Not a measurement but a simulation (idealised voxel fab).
process module | voxel gate over fins
cross-section cut | 240 nm wide | cells 5 nm
A cross-section is a grid of square cells, given in bands from the top down. A band is one or more rows of cells.
Each band's line starts with the height of the band's top and of its bottom, in nm. Then come its materials from left to right, each with its width in nm. One material with "throughout" fills the band from edge to edge. "air" is empty space.
Height 0 is the level under which the wafer as received is all one material. The lowest band goes on downwards, as in "0 down".
A width such as "30 to 40" changes by the same amount from each row of cells to the next, from the band's top row to its bottom row.
"no change" after a step means that no cell of the cross-section changed.
closed voids: empty space of 8 cells or more with no open way to the top, each as width x height at its distance from the left edge, in nm
after a step's settings: what the simulator itself notes on the step
overlay nm, on a step with a mask: how far to the right of its planned place the mask lay; to the left if negative
Each pair below shows a cross-section before one step and the cross-section after it, down to the lowest band that changed. The line under each pair gives the step between them, with its settings. The pairs can come from different runs of this module on the same starting wafer, so a pair continues from the pair above only where its "before" says so.
before
  0 down: Si throughout
  closed voids: none
after
  5 to 0: SiN throughout
  below 0: unchanged
  closed voids: none
the step between: op CONFORMAL_DEP | material SiN | thk nm 5
before: the cross-section after the pair above
after
  15 to 5: aC throughout
  below 5: unchanged
  closed voids: none
the step between: op DIRECTIONAL_DEP | material aC | thk nm 10
before: the cross-section after the pair above
after
  45 to 15: air 70 | resist 15 | air 25 | resist 15 | air 25 | resist 15 | air 75
  below 15: unchanged
  closed voids: none
the step between: op PATTERN | tone cover | mask id FINS | material resist | width nm 15 | pitch nm 40 | thk nm 30 | overlay nm 0
before: the cross-section after the pair above
after
  35 to 15: air 70 | resist 15 | air 25 | resist 15 | air 25 | resist 15 | air 75
  15 to 5: air 70 | aC 15 | air 25 | aC 15 | air 25 | aC 15 | air 75
  below 5: unchanged
  closed voids: none
the step between: op DIRECTIONAL_ETCH | etch materials aC | depth nm 10
before: the cross-section after the pair above
after
  15 to 5: air 70 | aC 15 | air 25 | aC 15 | air 25 | aC 15 | air 75
  below 5: unchanged
  closed voids: none
the step between: op STRIP | etch materials resist
before: the cross-section after the pair above
after
  15 to 5: air 70 | aC 15 | air 25 | aC 15 | air 25 | aC 15 | air 75
  5 to 0: air 70 | SiN 15 | air 25 | SiN 15 | air 25 | SiN 15 | air 75
  below 0: unchanged
  closed voids: none
the step between: op DIRECTIONAL_ETCH | etch materials SiN | depth nm 5
before: the cross-section after the pair above
after
  15 to 5: air 70 | aC 15 | air 25 | aC 15 | air 25 | aC 15 | air 75
  5 to 0: air 70 | SiN 15 | air 25 | SiN 15 | air 25 | SiN 15 | air 75
  0 to -40: air 70 | Si 15 | air 25 | Si 15 | air 25 | Si 15 | air 75
  below -40: unchanged
  closed voids: none
the step between: op DIRECTIONAL_ETCH | etch materials Si | depth nm 40
before: the cross-section after the pair above
after
  5 to 0: air 70 | SiN 15 | air 25 | SiN 15 | air 25 | SiN 15 | air 75
  below 0: unchanged
  closed voids: none
the step between: op STRIP | etch materials aC
before: the cross-section after the pair above
after
  5 to 0: air 70 | SiN 15 | air 25 | SiN 15 | air 25 | SiN 15 | air 75
  0 to -40: air 70 | SiO2 5 | Si 5 | SiO2 5 | air 25 | SiO2 5 | Si 5 | SiO2 5 | air 25 | SiO2 5 | Si 5 | SiO2 5 | air 75
  -40 to -45: SiO2 75 | Si 5 | SiO2 35 | Si 5 | SiO2 35 | Si 5 | SiO2 80
  below -45: unchanged
  closed voids: none
the step between: op OXIDIZE | depth nm 5
before: the cross-section after the pair above
after
  10 to 5: SiO2 throughout
  5 to 0: SiO2 70 | SiN 15 | SiO2 25 | SiN 15 | SiO2 25 | SiN 15 | SiO2 75
  0 to -45: SiO2 75 | Si 5 | SiO2 35 | Si 5 | SiO2 35 | Si 5 | SiO2 80
  below -45: unchanged
  closed voids: none
the step between: op FILL_DEP | material SiO2 | thk nm 5
before: the cross-section after the pair above
after
  5 to 0: SiO2 70 | SiN 15 | SiO2 25 | SiN 15 | SiO2 25 | SiN 15 | SiO2 75
  below 0: unchanged
  closed voids: none
the step between: op CMP | height nm 5
before: the cross-section after the pair above
after
  5 to 0: air 70 | SiN 15 | air 25 | SiN 15 | air 25 | SiN 15 | air 75
  0 to -10: air 75 | Si 5 | air 35 | Si 5 | air 35 | Si 5 | air 80
  below -10: unchanged
  closed voids: none
the step between: op SELECTIVE_ETCH | etch materials SiO2 | depth nm 15
before: the cross-section after the pair above
after
  0 to -10: air 75 | Si 5 | air 35 | Si 5 | air 35 | Si 5 | air 80
  below -10: unchanged
  closed voids: none
the step between: op STRIP | etch materials SiN
before: the cross-section after the pair above
after
  5 to 0: air 70 | HfO2 15 | air 25 | HfO2 15 | air 25 | HfO2 15 | air 75
  0 to -5: air 70 | HfO2 5 | Si 5 | HfO2 5 | air 25 | HfO2 5 | Si 5 | HfO2 5 | air 25 | HfO2 5 | Si 5 | HfO2 5 | air 75
  -5 to -10: HfO2 75 | Si 5 | HfO2 35 | Si 5 | HfO2 35 | Si 5 | HfO2 80
  below -10: unchanged
  closed voids: none
the step between: op CONFORMAL_DEP | material HfO2 | thk nm 5
before: the cross-section after the pair above
after
  10 to 5: air 65 | TiN 25 | air 15 | TiN 25 | air 15 | TiN 25 | air 70
  5 to 0: air 65 | TiN 5 | HfO2 15 | TiN 5 | air 15 | TiN 5 | HfO2 15 | TiN 5 | air 15 | TiN 5 | HfO2 15 | TiN 5 | air 70
  0 to -5: TiN 70 | HfO2 5 | Si 5 | HfO2 5 | TiN 25 | HfO2 5 | Si 5 | HfO2 5 | TiN 25 | HfO2 5 | Si 5 | HfO2 5 | TiN 75
  below -5: unchanged
  closed voids: none
the step between: op CONFORMAL_DEP | material TiN | thk nm 5
before: the cross-section after the pair above
after
  25 to 10: W throughout
  10 to 5: W 65 | TiN 25 | W 15 | TiN 25 | W 15 | TiN 25 | W 70
  5 to 0: W 65 | TiN 5 | HfO2 15 | TiN 5 | W 15 | TiN 5 | HfO2 15 | TiN 5 | W 15 | TiN 5 | HfO2 15 | TiN 5 | W 70
  below 0: unchanged
  closed voids: none
the step between: op FILL_DEP | material W | thk nm 15
before: the cross-section after the pair above
after
  20 to 10: W throughout
  below 10: unchanged
  closed voids: none
the step between: op CMP | height nm 20
before: the cross-section after the pair above
after
  30 to 20: SiN throughout
  below 20: unchanged
  closed voids: none
the step between: op CONFORMAL_DEP | material SiN | thk nm 10
before
  0 to -10: air 75 | Si 5 | air 35 | Si 5 | air 35 | Si 5 | air 80
  -10 to -45: SiO2 75 | Si 5 | SiO2 35 | Si 5 | SiO2 35 | Si 5 | SiO2 80
  -45 down: Si throughout
  closed voids: none
after
  5 to 0: air 70 | TiN 15 | air 25 | TiN 15 | air 25 | TiN 15 | air 75
  0 to -5: air 70 | TiN 5 | Si 5 | TiN 5 | air 25 | TiN 5 | Si 5 | TiN 5 | air 25 | TiN 5 | Si 5 | TiN 5 | air 75
  -5 to -10: TiN 75 | Si 5 | TiN 35 | Si 5 | TiN 35 | Si 5 | TiN 80
  below -10: unchanged
  closed voids: none
the step between: op CONFORMAL_DEP | material TiN | thk nm 5
before: the cross-section after the pair above
after
  20 to 5: W throughout
  5 to 0: W 70 | TiN 15 | W 25 | TiN 15 | W 25 | TiN 15 | W 75
  0 to -5: W 70 | TiN 5 | Si 5 | TiN 5 | W 25 | TiN 5 | Si 5 | TiN 5 | W 25 | TiN 5 | Si 5 | TiN 5 | W 75
  below -5: unchanged
  closed voids: none
the step between: op FILL_DEP | material W | thk nm 15
before: the cross-section after the pair above
after
  30 to 20: SiN throughout
  below 20: unchanged
  closed voids: none
the step between: op CONFORMAL_DEP | material SiN | thk nm 10
before
  5 to 0: air 70 | SiN 15 | air 25 | SiN 15 | air 25 | SiN 15 | air 75
  0 to -10: air 75 | Si 5 | air 35 | Si 5 | air 35 | Si 5 | air 80
  -10 to -45: SiO2 75 | Si 5 | SiO2 35 | Si 5 | SiO2 35 | Si 5 | SiO2 80
  -45 down: Si throughout
  closed voids: none
after
  5 to 0: air 70 | SiN 15 | air 25 | SiN 15 | air 25 | SiN 15 | air 75
  0 to -25: air 75 | Si 5 | air 35 | Si 5 | air 35 | Si 5 | air 80
  below -25: unchanged
  closed voids: none
the step between: op SELECTIVE_ETCH | etch materials SiO2 | depth nm 15
before: the cross-section after the pair above
after
  0 to -25: air 75 | Si 5 | air 35 | Si 5 | air 35 | Si 5 | air 80
  below -25: unchanged
  closed voids: none
the step between: op STRIP | etch materials SiN
before: the cross-section after the pair above
after
  5 to 0: air 70 | HfO2 15 | air 25 | HfO2 15 | air 25 | HfO2 15 | air 75
  0 to -20: air 70 | HfO2 5 | Si 5 | HfO2 5 | air 25 | HfO2 5 | Si 5 | HfO2 5 | air 25 | HfO2 5 | Si 5 | HfO2 5 | air 75
  -20 to -25: HfO2 75 | Si 5 | HfO2 35 | Si 5 | HfO2 35 | Si 5 | HfO2 80
  below -25: unchanged
  closed voids: none
the step between: op CONFORMAL_DEP | material HfO2 | thk nm 5
before: the cross-section after the pair above
after
  10 to 5: air 65 | TiN 25 | air 15 | TiN 25 | air 15 | TiN 25 | air 70
  5 to 0: air 65 | TiN 5 | HfO2 15 | TiN 5 | air 15 | TiN 5 | HfO2 15 | TiN 5 | air 15 | TiN 5 | HfO2 15 | TiN 5 | air 70
  0 to -15: air 65 | TiN 5 | HfO2 5 | Si 5 | HfO2 5 | TiN 5 | air 15 | TiN 5 | HfO2 5 | Si 5 | HfO2 5 | TiN 5 | air 15 | TiN 5 | HfO2 5 | Si 5 | HfO2 5 | TiN 5 | air 70
  -15 to -20: TiN 70 | HfO2 5 | Si 5 | HfO2 5 | TiN 25 | HfO2 5 | Si 5 | HfO2 5 | TiN 25 | HfO2 5 | Si 5 | HfO2 5 | TiN 75
  below -20: unchanged
  closed voids: none
the step between: op CONFORMAL_DEP | material TiN | thk nm 5
before: the cross-section after the pair above
after
  25 to 10: W throughout
  10 to 5: W 65 | TiN 25 | W 15 | TiN 25 | W 15 | TiN 25 | W 70
  5 to 0: W 65 | TiN 5 | HfO2 15 | TiN 5 | W 15 | TiN 5 | HfO2 15 | TiN 5 | W 15 | TiN 5 | HfO2 15 | TiN 5 | W 70
  0 to -15: W 65 | TiN 5 | HfO2 5 | Si 5 | HfO2 5 | TiN 5 | W 15 | TiN 5 | HfO2 5 | Si 5 | HfO2 5 | TiN 5 | W 15 | TiN 5 | HfO2 5 | Si 5 | HfO2 5 | TiN 5 | W 70
  below -15: unchanged
  closed voids: none
the step between: op FILL_DEP | material W | thk nm 15
before: the cross-section after the pair above
after
  20 to 10: W throughout
  below 10: unchanged
  closed voids: none
the step between: op CMP | height nm 20
before: the cross-section after the pair above
after
  30 to 20: SiN throughout
  below 20: unchanged
  closed voids: none
the step between: op CONFORMAL_DEP | material SiN | thk nm 10
before
  5 to 0: SiO2 70 | SiN 15 | SiO2 25 | SiN 15 | SiO2 25 | SiN 15 | SiO2 75
  0 to -45: SiO2 75 | Si 5 | SiO2 35 | Si 5 | SiO2 35 | Si 5 | SiO2 80
  -45 down: Si throughout
  closed voids: none
after
  5 to 0: SiO2 70 | air 15 | SiO2 25 | air 15 | SiO2 25 | air 15 | SiO2 75
  below 0: unchanged
  closed voids: none
the step between: op STRIP | etch materials SiN
before: the cross-section after the pair above
after
  0 to -10: air 75 | Si 5 | air 35 | Si 5 | air 35 | Si 5 | air 80
  -10 to -15: SiO2 55 | air 20 | Si 5 | air 35 | Si 5 | air 35 | Si 5 | air 20 | SiO2 60
  below -15: unchanged
  closed voids: none
the step between: op SELECTIVE_ETCH | etch materials SiO2 | depth nm 15
before: the cross-section after the pair above
after
  5 to 0: air 70 | HfO2 15 | air 25 | HfO2 15 | air 25 | HfO2 15 | air 75
  0 to -5: air 70 | HfO2 5 | Si 5 | HfO2 5 | air 25 | HfO2 5 | Si 5 | HfO2 5 | air 25 | HfO2 5 | Si 5 | HfO2 5 | air 75
  -5 to -10: HfO2 60 | air 10 | HfO2 5 | Si 5 | HfO2 5 | air 25 | HfO2 5 | Si 5 | HfO2 5 | air 25 | HfO2 5 | Si 5 | HfO2 5 | air 10 | HfO2 65
  -10 to -15: SiO2 55 | HfO2 20 | Si 5 | HfO2 35 | Si 5 | HfO2 35 | Si 5 | HfO2 20 | SiO2 60
  below -15: unchanged
  closed voids: none
the step between: op CONFORMAL_DEP | material HfO2 | thk nm 5
before: the cross-section after the pair above
after
  10 to 5: air 65 | TiN 25 | air 15 | TiN 25 | air 15 | TiN 25 | air 70
  5 to 0: air 65 | TiN 5 | HfO2 15 | TiN 5 | air 15 | TiN 5 | HfO2 15 | TiN 5 | air 15 | TiN 5 | HfO2 15 | TiN 5 | air 70
  0 to -5: TiN 70 | HfO2 5 | Si 5 | HfO2 5 | TiN 5 | air 15 | TiN 5 | HfO2 5 | Si 5 | HfO2 5 | TiN 5 | air 15 | TiN 5 | HfO2 5 | Si 5 | HfO2 5 | TiN 75
  -5 to -10: HfO2 60 | TiN 10 | HfO2 5 | Si 5 | HfO2 5 | TiN 25 | HfO2 5 | Si 5 | HfO2 5 | TiN 25 | HfO2 5 | Si 5 | HfO2 5 | TiN 10 | HfO2 65
  below -10: unchanged
  closed voids: none
the step between: op CONFORMAL_DEP | material TiN | thk nm 5
before: the cross-section after the pair above
after
  25 to 10: W throughout
  10 to 5: W 65 | TiN 25 | W 15 | TiN 25 | W 15 | TiN 25 | W 70
  5 to 0: W 65 | TiN 5 | HfO2 15 | TiN 5 | W 15 | TiN 5 | HfO2 15 | TiN 5 | W 15 | TiN 5 | HfO2 15 | TiN 5 | W 70
  0 to -5: TiN 70 | HfO2 5 | Si 5 | HfO2 5 | TiN 5 | W 15 | TiN 5 | HfO2 5 | Si 5 | HfO2 5 | TiN 5 | W 15 | TiN 5 | HfO2 5 | Si 5 | HfO2 5 | TiN 75
  below -5: unchanged
  closed voids: none
the step between: op FILL_DEP | material W | thk nm 15
before: the cross-section after the pair above
after
  20 to 10: W throughout
  below 10: unchanged
  closed voids: none
the step between: op CMP | height nm 20
before: the cross-section after the pair above
after
  30 to 20: SiN throughout
  below 20: unchanged
  closed voids: none
the step between: op CONFORMAL_DEP | material SiN | thk nm 10
before
  15 to 5: air 70 | aC 15 | air 25 | aC 15 | air 25 | aC 15 | air 75
  5 to 0: air 70 | SiN 15 | air 25 | SiN 15 | air 25 | SiN 15 | air 75
  0 down: Si throughout
  closed voids: none
after
  15 to 5: air 70 | aC 15 | air 25 | aC 15 | air 25 | aC 15 | air 75
  5 to 0: air 70 | SiN 15 | air 25 | SiN 15 | air 25 | SiN 15 | air 75
  0 to -30: air 70 | Si 15 | air 25 | Si 15 | air 25 | Si 15 | air 75
  below -30: unchanged
  closed voids: none
the step between: op DIRECTIONAL_ETCH | etch materials Si | depth nm 30
before: the cross-section after the pair above
after
  5 to 0: air 70 | SiN 15 | air 25 | SiN 15 | air 25 | SiN 15 | air 75
  below 0: unchanged
  closed voids: none
the step between: op STRIP | etch materials aC
before: the cross-section after the pair above
after
  5 to 0: air 70 | SiN 15 | air 25 | SiN 15 | air 25 | SiN 15 | air 75
  0 to -30: air 70 | SiO2 5 | Si 5 | SiO2 5 | air 25 | SiO2 5 | Si 5 | SiO2 5 | air 25 | SiO2 5 | Si 5 | SiO2 5 | air 75
  -30 to -35: SiO2 75 | Si 5 | SiO2 35 | Si 5 | SiO2 35 | Si 5 | SiO2 80
  below -35: unchanged
  closed voids: none
the step between: op OXIDIZE | depth nm 5
before: the cross-section after the pair above
after
  10 to 5: SiO2 throughout
  5 to 0: SiO2 70 | SiN 15 | SiO2 25 | SiN 15 | SiO2 25 | SiN 15 | SiO2 75
  0 to -35: SiO2 75 | Si 5 | SiO2 35 | Si 5 | SiO2 35 | Si 5 | SiO2 80
  below -35: unchanged
  closed voids: none
the step between: op FILL_DEP | material SiO2 | thk nm 5
before: the cross-section after the pair above
after
  5 to 0: SiO2 70 | SiN 15 | SiO2 25 | SiN 15 | SiO2 25 | SiN 15 | SiO2 75
  below 0: unchanged
  closed voids: none
the step between: op CMP | height nm 5
before: the cross-section after the pair above
after
  5 to 0: air 70 | SiN 15 | air 25 | SiN 15 | air 25 | SiN 15 | air 75
  0 to -10: air 75 | Si 5 | air 35 | Si 5 | air 35 | Si 5 | air 80
  below -10: unchanged
  closed voids: none
the step between: op SELECTIVE_ETCH | etch materials SiO2 | depth nm 15
before: the cross-section after the pair above
after
  0 to -10: air 75 | Si 5 | air 35 | Si 5 | air 35 | Si 5 | air 80
  below -10: unchanged
  closed voids: none
the step between: op STRIP | etch materials SiN
before: the cross-section after the pair above
after
  5 to 0: air 70 | HfO2 15 | air 25 | HfO2 15 | air 25 | HfO2 15 | air 75
  0 to -5: air 70 | HfO2 5 | Si 5 | HfO2 5 | air 25 | HfO2 5 | Si 5 | HfO2 5 | air 25 | HfO2 5 | Si 5 | HfO2 5 | air 75
  -5 to -10: HfO2 75 | Si 5 | HfO2 35 | Si 5 | HfO2 35 | Si 5 | HfO2 80
  below -10: unchanged
  closed voids: none
the step between: op CONFORMAL_DEP | material HfO2 | thk nm 5
before: the cross-section after the pair above
after
  10 to 5: air 65 | TiN 25 | air 15 | TiN 25 | air 15 | TiN 25 | air 70
  5 to 0: air 65 | TiN 5 | HfO2 15 | TiN 5 | air 15 | TiN 5 | HfO2 15 | TiN 5 | air 15 | TiN 5 | HfO2 15 | TiN 5 | air 70
  0 to -5: TiN 70 | HfO2 5 | Si 5 | HfO2 5 | TiN 25 | HfO2 5 | Si 5 | HfO2 5 | TiN 25 | HfO2 5 | Si 5 | HfO2 5 | TiN 75
  below -5: unchanged
  closed voids: none
the step between: op CONFORMAL_DEP | material TiN | thk nm 5
before: the cross-section after the pair above
after
  25 to 10: W throughout
  10 to 5: W 65 | TiN 25 | W 15 | TiN 25 | W 15 | TiN 25 | W 70
  5 to 0: W 65 | TiN 5 | HfO2 15 | TiN 5 | W 15 | TiN 5 | HfO2 15 | TiN 5 | W 15 | TiN 5 | HfO2 15 | TiN 5 | W 70
  below 0: unchanged
  closed voids: none
the step between: op FILL_DEP | material W | thk nm 15
before: the cross-section after the pair above
after
  20 to 10: W throughout
  below 10: unchanged
  closed voids: none
the step between: op CMP | height nm 20
before: the cross-section after the pair above
after
  30 to 20: SiN throughout
  below 20: unchanged
  closed voids: none
the step between: op CONFORMAL_DEP | material SiN | thk nm 10
before
  15 to 5: aC throughout
  5 to 0: SiN throughout
  0 down: Si throughout
  closed voids: none
after
  45 to 15: air 70 | resist 20 | air 20 | resist 20 | air 20 | resist 20 | air 70
  below 15: unchanged
  closed voids: none
the step between: op PATTERN | tone cover | mask id FINS | material resist | width nm 20 | pitch nm 40 | thk nm 30 | overlay nm 0
before: the cross-section after the pair above
after
  35 to 15: air 70 | resist 20 | air 20 | resist 20 | air 20 | resist 20 | air 70
  15 to 5: air 70 | aC 20 | air 20 | aC 20 | air 20 | aC 20 | air 70
  below 5: unchanged
  closed voids: none
the step between: op DIRECTIONAL_ETCH | etch materials aC | depth nm 10
before: the cross-section after the pair above
after
  15 to 5: air 70 | aC 20 | air 20 | aC 20 | air 20 | aC 20 | air 70
  below 5: unchanged
  closed voids: none
the step between: op STRIP | etch materials resist
before: the cross-section after the pair above
after
  15 to 5: air 70 | aC 20 | air 20 | aC 20 | air 20 | aC 20 | air 70
  5 to 0: air 70 | SiN 20 | air 20 | SiN 20 | air 20 | SiN 20 | air 70
  below 0: unchanged
  closed voids: none
the step between: op DIRECTIONAL_ETCH | etch materials SiN | depth nm 5
before: the cross-section after the pair above
after
  15 to 5: air 70 | aC 20 | air 20 | aC 20 | air 20 | aC 20 | air 70
  5 to 0: air 70 | SiN 20 | air 20 | SiN 20 | air 20 | SiN 20 | air 70
  0 to -40: air 70 | Si 20 | air 20 | Si 20 | air 20 | Si 20 | air 70
  below -40: unchanged
  closed voids: none
the step between: op DIRECTIONAL_ETCH | etch materials Si | depth nm 40
before: the cross-section after the pair above
after
  5 to 0: air 70 | SiN 20 | air 20 | SiN 20 | air 20 | SiN 20 | air 70
  below 0: unchanged
  closed voids: none
the step between: op STRIP | etch materials aC
before: the cross-section after the pair above
after
  5 to 0: air 70 | SiN 20 | air 20 | SiN 20 | air 20 | SiN 20 | air 70
  0 to -40: air 70 | SiO2 5 | Si 10 | SiO2 5 | air 20 | SiO2 5 | Si 10 | SiO2 5 | air 20 | SiO2 5 | Si 10 | SiO2 5 | air 70
  -40 to -45: SiO2 75 | Si 10 | SiO2 30 | Si 10 | SiO2 30 | Si 10 | SiO2 75
  below -45: unchanged
  closed voids: none
the step between: op OXIDIZE | depth nm 5
before: the cross-section after the pair above
after
  10 to 5: SiO2 throughout
  5 to 0: SiO2 70 | SiN 20 | SiO2 20 | SiN 20 | SiO2 20 | SiN 20 | SiO2 70
  0 to -45: SiO2 75 | Si 10 | SiO2 30 | Si 10 | SiO2 30 | Si 10 | SiO2 75
  below -45: unchanged
  closed voids: none
the step between: op FILL_DEP | material SiO2 | thk nm 5
before: the cross-section after the pair above
after
  5 to 0: SiO2 70 | SiN 20 | SiO2 20 | SiN 20 | SiO2 20 | SiN 20 | SiO2 70
  below 0: unchanged
  closed voids: none
the step between: op CMP | height nm 5
before: the cross-section after the pair above
after
  5 to 0: air 70 | SiN 20 | air 20 | SiN 20 | air 20 | SiN 20 | air 70
  0 to -10: air 75 | Si 10 | air 30 | Si 10 | air 30 | Si 10 | air 75
  below -10: unchanged
  closed voids: none
the step between: op SELECTIVE_ETCH | etch materials SiO2 | depth nm 15
before: the cross-section after the pair above
after
  0 to -10: air 75 | Si 10 | air 30 | Si 10 | air 30 | Si 10 | air 75
  below -10: unchanged
  closed voids: none
the step between: op STRIP | etch materials SiN
before: the cross-section after the pair above
after
  5 to 0: air 70 | HfO2 20 | air 20 | HfO2 20 | air 20 | HfO2 20 | air 70
  0 to -5: air 70 | HfO2 5 | Si 10 | HfO2 5 | air 20 | HfO2 5 | Si 10 | HfO2 5 | air 20 | HfO2 5 | Si 10 | HfO2 5 | air 70
  -5 to -10: HfO2 75 | Si 10 | HfO2 30 | Si 10 | HfO2 30 | Si 10 | HfO2 75
  below -10: unchanged
  closed voids: none
the step between: op CONFORMAL_DEP | material HfO2 | thk nm 5
before: the cross-section after the pair above
after
  10 to 5: air 65 | TiN 30 | air 10 | TiN 30 | air 10 | TiN 30 | air 65
  5 to 0: air 65 | TiN 5 | HfO2 20 | TiN 5 | air 10 | TiN 5 | HfO2 20 | TiN 5 | air 10 | TiN 5 | HfO2 20 | TiN 5 | air 65
  0 to -5: TiN 70 | HfO2 5 | Si 10 | HfO2 5 | TiN 20 | HfO2 5 | Si 10 | HfO2 5 | TiN 20 | HfO2 5 | Si 10 | HfO2 5 | TiN 70
  below -5: unchanged
  closed voids: none
the step between: op CONFORMAL_DEP | material TiN | thk nm 5
before: the cross-section after the pair above
after
  25 to 10: W throughout
  10 to 5: W 65 | TiN 30 | W 10 | TiN 30 | W 10 | TiN 30 | W 65
  5 to 0: W 65 | TiN 5 | HfO2 20 | TiN 5 | W 10 | TiN 5 | HfO2 20 | TiN 5 | W 10 | TiN 5 | HfO2 20 | TiN 5 | W 65
  below 0: unchanged
  closed voids: none
the step between: op FILL_DEP | material W | thk nm 15
before: the cross-section after the pair above
after
  20 to 10: W throughout
  below 10: unchanged
  closed voids: none
the step between: op CMP | height nm 20
before: the cross-section after the pair above
after
  30 to 20: SiN throughout
  below 20: unchanged
  closed voids: none
the step between: op CONFORMAL_DEP | material SiN | thk nm 10
before
  15 to 5: aC throughout
  5 to 0: SiN throughout
  0 down: Si throughout
  closed voids: none
after
  45 to 15: air 75 | resist 15 | air 25 | resist 15 | air 25 | resist 15 | air 70
  below 15: unchanged
  closed voids: none
the step between: op PATTERN | tone cover | mask id FINS | material resist | width nm 15 | pitch nm 40 | thk nm 30 | overlay nm 5
before: the cross-section after the pair above
after
  35 to 15: air 75 | resist 15 | air 25 | resist 15 | air 25 | resist 15 | air 70
  15 to 5: air 75 | aC 15 | air 25 | aC 15 | air 25 | aC 15 | air 70
  below 5: unchanged
  closed voids: none
the step between: op DIRECTIONAL_ETCH | etch materials aC | depth nm 10
before: the cross-section after the pair above
after
  15 to 5: air 75 | aC 15 | air 25 | aC 15 | air 25 | aC 15 | air 70
  below 5: unchanged
  closed voids: none
the step between: op STRIP | etch materials resist
before: the cross-section after the pair above
after
  15 to 5: air 75 | aC 15 | air 25 | aC 15 | air 25 | aC 15 | air 70
  5 to 0: air 75 | SiN 15 | air 25 | SiN 15 | air 25 | SiN 15 | air 70
  below 0: unchanged
  closed voids: none
the step between: op DIRECTIONAL_ETCH | etch materials SiN | depth nm 5
before: the cross-section after the pair above
after
  15 to 5: air 75 | aC 15 | air 25 | aC 15 | air 25 | aC 15 | air 70
  5 to 0: air 75 | SiN 15 | air 25 | SiN 15 | air 25 | SiN 15 | air 70
  0 to -40: air 75 | Si 15 | air 25 | Si 15 | air 25 | Si 15 | air 70
  below -40: unchanged
  closed voids: none
the step between: op DIRECTIONAL_ETCH | etch materials Si | depth nm 40
before: the cross-section after the pair above
after
  5 to 0: air 75 | SiN 15 | air 25 | SiN 15 | air 25 | SiN 15 | air 70
  below 0: unchanged
  closed voids: none
the step between: op STRIP | etch materials aC
before: the cross-section after the pair above
after
  5 to 0: air 75 | SiN 15 | air 25 | SiN 15 | air 25 | SiN 15 | air 70
  0 to -40: air 75 | SiO2 5 | Si 5 | SiO2 5 | air 25 | SiO2 5 | Si 5 | SiO2 5 | air 25 | SiO2 5 | Si 5 | SiO2 5 | air 70
  -40 to -45: SiO2 80 | Si 5 | SiO2 35 | Si 5 | SiO2 35 | Si 5 | SiO2 75
  below -45: unchanged
  closed voids: none
the step between: op OXIDIZE | depth nm 5
before: the cross-section after the pair above
after
  10 to 5: SiO2 throughout
  5 to 0: SiO2 75 | SiN 15 | SiO2 25 | SiN 15 | SiO2 25 | SiN 15 | SiO2 70
  0 to -45: SiO2 80 | Si 5 | SiO2 35 | Si 5 | SiO2 35 | Si 5 | SiO2 75
  below -45: unchanged
  closed voids: none
the step between: op FILL_DEP | material SiO2 | thk nm 5
before: the cross-section after the pair above
after
  5 to 0: SiO2 75 | SiN 15 | SiO2 25 | SiN 15 | SiO2 25 | SiN 15 | SiO2 70
  below 0: unchanged
  closed voids: none
the step between: op CMP | height nm 5
before: the cross-section after the pair above
after
  5 to 0: air 75 | SiN 15 | air 25 | SiN 15 | air 25 | SiN 15 | air 70
  0 to -10: air 80 | Si 5 | air 35 | Si 5 | air 35 | Si 5 | air 75
  below -10: unchanged
  closed voids: none
the step between: op SELECTIVE_ETCH | etch materials SiO2 | depth nm 15
before: the cross-section after the pair above
after
  0 to -10: air 80 | Si 5 | air 35 | Si 5 | air 35 | Si 5 | air 75
  below -10: unchanged
  closed voids: none
the step between: op STRIP | etch materials SiN
before: the cross-section after the pair above
after
  5 to 0: air 75 | HfO2 15 | air 25 | HfO2 15 | air 25 | HfO2 15 | air 70
  0 to -5: air 75 | HfO2 5 | Si 5 | HfO2 5 | air 25 | HfO2 5 | Si 5 | HfO2 5 | air 25 | HfO2 5 | Si 5 | HfO2 5 | air 70
  -5 to -10: HfO2 80 | Si 5 | HfO2 35 | Si 5 | HfO2 35 | Si 5 | HfO2 75
  below -10: unchanged
  closed voids: none
the step between: op CONFORMAL_DEP | material HfO2 | thk nm 5
before: the cross-section after the pair above
after
  10 to 5: air 70 | TiN 25 | air 15 | TiN 25 | air 15 | TiN 25 | air 65
  5 to 0: air 70 | TiN 5 | HfO2 15 | TiN 5 | air 15 | TiN 5 | HfO2 15 | TiN 5 | air 15 | TiN 5 | HfO2 15 | TiN 5 | air 65
  0 to -5: TiN 75 | HfO2 5 | Si 5 | HfO2 5 | TiN 25 | HfO2 5 | Si 5 | HfO2 5 | TiN 25 | HfO2 5 | Si 5 | HfO2 5 | TiN 70
  below -5: unchanged
  closed voids: none
the step between: op CONFORMAL_DEP | material TiN | thk nm 5
before: the cross-section after the pair above
after
  25 to 10: W throughout
  10 to 5: W 70 | TiN 25 | W 15 | TiN 25 | W 15 | TiN 25 | W 65
  5 to 0: W 70 | TiN 5 | HfO2 15 | TiN 5 | W 15 | TiN 5 | HfO2 15 | TiN 5 | W 15 | TiN 5 | HfO2 15 | TiN 5 | W 65
  below 0: unchanged
  closed voids: none
the step between: op FILL_DEP | material W | thk nm 15
before: the cross-section after the pair above
after
  20 to 10: W throughout
  below 10: unchanged
  closed voids: none
the step between: op CMP | height nm 20
before: the cross-section after the pair above
after
  30 to 20: SiN throughout
  below 20: unchanged
  closed voids: none
the step between: op CONFORMAL_DEP | material SiN | thk nm 10
before
  5 to 0: air 70 | SiN 15 | air 25 | SiN 15 | air 25 | SiN 15 | air 75
  0 to -40: air 70 | SiO2 5 | Si 5 | SiO2 5 | air 25 | SiO2 5 | Si 5 | SiO2 5 | air 25 | SiO2 5 | Si 5 | SiO2 5 | air 75
  -40 to -45: SiO2 75 | Si 5 | SiO2 35 | Si 5 | SiO2 35 | Si 5 | SiO2 80
  -45 down: Si throughout
  closed voids: none
after
  10 to 5: TiN throughout
  5 to 0: TiN 70 | SiN 15 | TiN 25 | SiN 15 | TiN 25 | SiN 15 | TiN 75
  0 to -40: TiN 70 | SiO2 5 | Si 5 | SiO2 5 | TiN 25 | SiO2 5 | Si 5 | SiO2 5 | TiN 25 | SiO2 5 | Si 5 | SiO2 5 | TiN 75
  below -40: unchanged
  closed voids: none
the step between: op FILL_DEP | material TiN | thk nm 5
before: the cross-section after the pair above
after
  5 to 0: TiN 70 | SiN 15 | TiN 25 | SiN 15 | TiN 25 | SiN 15 | TiN 75
  below 0: unchanged
  closed voids: none
the step between: op CMP | height nm 5
before: the cross-section after the pair above
after
  5 to 0: TiN 70 | air 15 | TiN 25 | air 15 | TiN 25 | air 15 | TiN 75
  below 0: unchanged
  closed voids: none
the step between: op STRIP | etch materials SiN
before: the cross-section after the pair above
after
  10 to 5: HfO2 75 | air 5 | HfO2 35 | air 5 | HfO2 35 | air 5 | HfO2 80
  5 to 0: TiN 70 | HfO2 15 | TiN 25 | HfO2 15 | TiN 25 | HfO2 15 | TiN 75
  below 0: unchanged
  closed voids: none
the step between: op CONFORMAL_DEP | material HfO2 | thk nm 5
